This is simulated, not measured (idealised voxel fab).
Name of the process module below: voxel quadruple lines
Cross-section cut spans 225 nm and uses square cells 5 nm in size.
A cross-section is written here as square cells arranged in a grid, and it is given in bands from the top down, each band taking up one or more rows of cells. Top height, bottom height, nm. Materials left to right, width each, nm. Single material + "everywhere" = fills band edge to edge. "blank" = empty. Below 0: as-received wafer, all one material; heights counted from there. Lowest band: no bottom, goes on down, written "0 nm and below". Graded width ("30 to 40"): value in top row of band = first number; value in bottom row = second number; row-to-row change constant. Step marked "remains unaltered"? Then no cell in the cross-section changed in it. Look at "Voids, fully enclosed" for the closed voids: empty spaces with no open path to the top, sized 8 cells or up. Each is width x height at distance, distance from the left edge, all nm. That trailing text on a step's line, after the settings, is the simulator's own remark on the step. A step's line can hold "overlay nm"; with a mask on that step, the setting says how far right of the planned place the mask lay, while a negative setting says it lay to the left.
The following list gives the planned process steps:
step 1: RECEIVE | material Si
step 2: CONFORMAL_DEP | material Al2O3 | thk nm 5
step 3: DIRECTIONAL_DEP | material TiN | thk nm 15
step 4: DIRECTIONAL_DEP | material polySi | thk nm 20
step 5: DIRECTIONAL_DEP | material aC | thk nm 25
step 6: PATTERN | tone cover | mask id MANDREL | material resist | width nm 15 | pitch nm 80 | thk nm 35 | overlay nm 0
step 7: DIRECTIONAL_ETCH | etch materials aC | depth nm 25
step 8: STRIP | etch materials resist
step 9: CONFORMAL_DEP | material SiO2 | thk nm 15
step 10: DIRECTIONAL_ETCH | etch materials SiO2 | depth nm 15
step 11: STRIP | etch materials aC
step 12: DIRECTIONAL_ETCH | etch materials polySi | depth nm 20
step 13: STRIP | etch materials SiO2
step 14: CONFORMAL_DEP | material SiCN | thk nm 5
step 15: DIRECTIONAL_ETCH | etch materials SiCN | depth nm 5
step 16: STRIP | etch materials polySi
step 17: DIRECTIONAL_ETCH | etch materials TiN | depth nm 15
step 18: STRIP | etch materials SiCN
step 19: FILL_DEP | material SiO2 | thk nm 10
step 20: CMP | height nm 20
The value of width nm given for step 6 in the plan refers to the first wafer; the wafers vary in this setting and are alike at the start.
So this is the first of several wafers, cross-sectioned as it came to us, meaning it's at the end of step 1:
- 0 nm and below  Si everywhere
- Voids, fully enclosed: none
Wafer cross-section (first of several) - module end, post step 20 (last step):
- 20 nm to 5 nm  45 of SiO2; 5 of TiN; 15 of SiO2; 5 of TiN; 5 of SiO2; 5 of TiN; 15 of SiO2; 5 of TiN; 25 of SiO2; 5 of TiN; 15 of SiO2; 5 of TiN; 5 of SiO2; 5 of TiN; 15 of SiO2; 5 of TiN; 45 of SiO2
- 5 nm to 0 nm  Al2O3 everywhere
- 0 nm and below  Si everywhere
- Voids, fully enclosed: none
Here's the last wafer cross-sectioned at the end of the module:
- 20 nm to 5 nm  35 of SiO2; 5 of TiN; 15 of SiO2; 5 of TiN; 30 of SiO2; 5 of TiN; 15 of SiO2; 10 of TiN; 15 of SiO2; 5 of TiN; 30 of SiO2; 5 of TiN; 15 of SiO2; 5 of TiN; 30 of SiO2
- 5 nm to 0 nm  Al2O3 everywhere
- 0 nm and below  Si everywhere
- Voids, fully enclosed: none
Per wafer (row), end of module: delta in cells per material since receipt, (+) for gained, (-) for lost; closed voids after that:
width nm 15, +45 Al2O3, +111 SiO2, +24 TiN, Voids, fully enclosed: none
width nm 20, +45 Al2O3, +111 SiO2, +24 TiN, Voids, fully enclosed: none
width nm 25, +45 Al2O3, +111 SiO2, +24 TiN, Voids, fully enclosed: none
width nm 30, +45 Al2O3, +111 SiO2, +24 TiN, Voids, fully enclosed: none
width nm 35, +45 Al2O3, +111 SiO2, +24 TiN, Voids, fully enclosed: none
width nm 40, +45 Al2O3, +111 SiO2, +24 TiN, Voids, fully enclosed: none
